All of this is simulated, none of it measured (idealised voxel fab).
Process module, titled voxel ribs on slabs
For reference, the cross-section in this document is cut, with width 250 nm and square cells of 5 nm.
Each cross-section below is a grid of square cells, stated as bands in top-down order, with one or more rows of cells making up each band. Per band: top height and bottom height in nm, followed by the left-to-right materials and their widths in nm; "everywhere" marks a single material spanning edge to edge, "air" marks empty space. The reference from which all heights are counted is 0, the level beneath which the as-received wafer is entirely one material; the lowest band, having no lower bound, proceeds downward and is written after the example "0 and below". The two numbers in a width such as "30 to 40" mark its ends across the band: the first belongs to the top row of cells, the second to the bottom row, and from each row to the next the width moves by the same amount. Basically "no alteration" means that step didn't change any cell in the cross-section. In "Enclosed internal cavities" the enclosed voids are listed, meaning empty spaces of 8 cells or larger without any opening to the top. The form is width x height at distance, distance from the left edge, units nm. Read whatever lies past the settings on a step's line as the simulator's own remark about the step. overlay nm: mask offset rightward from planned place, masked step; negative means leftward offset.
SO HERE'S THE LINEUP OF PROCESS STEPS WE PLANNED
step 1: RECEIVE with material Si
step 2: DIRECTIONAL_DEP with material SiO2, thk nm 20
step 3: DIRECTIONAL_DEP with material polySi, thk nm 25
step 4: MASKED_ETCH with tone cover, mask id RIB, width nm 20, etch materials polySi, depth nm 10, overlay nm 0
step 5: PATTERN with tone cover, mask id SLAB, material resist, width nm 70, thk nm 15, overlay nm 0
step 6: DIRECTIONAL_ETCH with etch materials polySi, depth nm 15
step 7: STRIP with etch materials resist
step 8: FILL_DEP with material SiO2, thk nm 20
step 9: CMP with height nm 55
step 10: DIRECTIONAL_DEP with material W, thk nm 5
step 11: DIRECTIONAL_DEP with material aC, thk nm 10
step 12: PATTERN with tone cover, mask id HEATER, material resist, width nm 30, thk nm 25, overlay nm 0
step 13: DIRECTIONAL_ETCH with etch materials aC, depth nm 10
step 14: STRIP with etch materials resist
step 15: DIRECTIONAL_ETCH with etch materials W, depth nm 5
step 16: STRIP with etch materials aC
step 17: CONFORMAL_DEP with material SiN, thk nm 5
CROSS-SECTION OF THE INCOMING WAFER, STATE AFTER STEP 1
    0 and below  Si everywhere
    Enclosed internal cavities: none
FINAL WAFER PROFILE IN CROSS-SECTION AFTER THE MODULE, FROM THE SAME START AND PLAN AS ABOVE, WITH ONE MISTAKE MADE DURING PROCESSING
    65 down to 60  air 105 nm | SiN 40 nm | air 105 nm
    60 down to 55  SiN 110 nm | W 30 nm | SiN 110 nm
    55 down to 45  SiO2 90 nm | polySi 70 nm | SiO2 90 nm
    45 down to 20  polySi everywhere
    20 down to 0  SiO2 everywhere
    0 and below  Si everywhere
    Enclosed internal cavities: none
Deviation noted in wafer processing: plan step 3 was twice executed
